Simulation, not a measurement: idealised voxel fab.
Process module heading - voxel plated lines
225 nm wide, 5 nm square cells: that's cross-section cut.
For the purposes of this document, a cross-section shall be understood as a grid of square cells, specified as bands listed in top-to-bottom order, each band consisting of one or more rows of cells.
It is stipulated that each band's entry specify, in nanometres, the height of the top of the band and then that of its bottom, followed by the materials of the band in left-to-right sequence, each together with its width in nanometres. A single material marked by the word "everywhere" is understood to fill the band from edge to edge; the word "air" is understood to denote empty space.
Height is counted from the level 0, under which the received wafer is composed throughout of one material. The lowest of the bands is not closed at the bottom but continues downward, in the notation "top 0, no bottom".
The notation "30..40" denotes a width that varies across the rows of cells in the band, beginning at the first number in the top row, finishing at the second number in the bottom row, and changing by an identical amount from each row to the next.
Given "stayed the same" for a step, no cell of the cross-section differs between before and after that step.
Closed empty spaces (no open way to the top) of 8 cells or more are what "Closed void register" lists, each as width x height at distance from the left edge, nm for all three.
Past the settings on a step's line: simulator remark, on that step.
The setting "overlay nm" may be written on the line of a step. When the step uses a mask, the value reports how far to the right of the planned place the mask lay, and a negative value reports that it lay to the left.
These are the steps we planned for the process:
1 RECEIVE (material Si)
2 CONFORMAL_DEP (material SiO2; thk nm 10)
3 DIRECTIONAL_DEP (material TiN; thk nm 5)
4 PATTERN (tone open; mask id LINES; material resist; width nm 15; pitch nm 35; thk nm 20; overlay nm 0)
5 EPI (material Ru; thk nm 5)
6 STRIP (etch materials resist)
7 DIRECTIONAL_ETCH (etch materials TiN; depth nm 5)
8 CONFORMAL_DEP (material SiO2; thk nm 10)
Received-state cross-section, reflecting completion of step 1:
> top 0, no bottom: Si everywhere
> Closed void register: none
Cross-sectional image of the first of two wafers at the end of the module, the run having proceeded as planned:
> top 30, bottom 20: air 40 nm / SiO2 140 nm / air 45 nm
> top 20, bottom 15: SiO2 50 nm / Ru 15 nm / SiO2 20 nm / Ru 15 nm / SiO2 20 nm / Ru 15 nm / SiO2 20 nm / Ru 15 nm / SiO2 55 nm
> top 15, bottom 10: SiO2 50 nm / TiN 15 nm / SiO2 20 nm / TiN 15 nm / SiO2 20 nm / TiN 15 nm / SiO2 20 nm / TiN 15 nm / SiO2 55 nm
> top 10, bottom 0: SiO2 everywhere
> top 0, no bottom: Si everywhere
> Closed void register: none
Here's the second of our two wafers sectioned at module end. Same start as the first, same plan, but one mistake got made running it:
> top 30, bottom 20: air 50 nm / SiO2 140 nm / air 35 nm
> top 20, bottom 15: SiO2 60 nm / Ru 15 nm / SiO2 20 nm / Ru 15 nm / SiO2 20 nm / Ru 15 nm / SiO2 20 nm / Ru 15 nm / SiO2 45 nm
> top 15, bottom 10: SiO2 60 nm / TiN 15 nm / SiO2 20 nm / TiN 15 nm / SiO2 20 nm / TiN 15 nm / SiO2 20 nm / TiN 15 nm / SiO2 45 nm
> top 10, bottom 0: SiO2 everywhere
> top 0, no bottom: Si everywhere
> Closed void register: none
Short version of what went wrong: the process deviated at step 4: the operation and settings actually run there were PATTERN (tone open; mask id LINES; material resist; width nm 15; pitch nm 35; thk nm 20; overlay nm 10)
at the end the second wafer has, in cells: as many of each material as the first, in other places
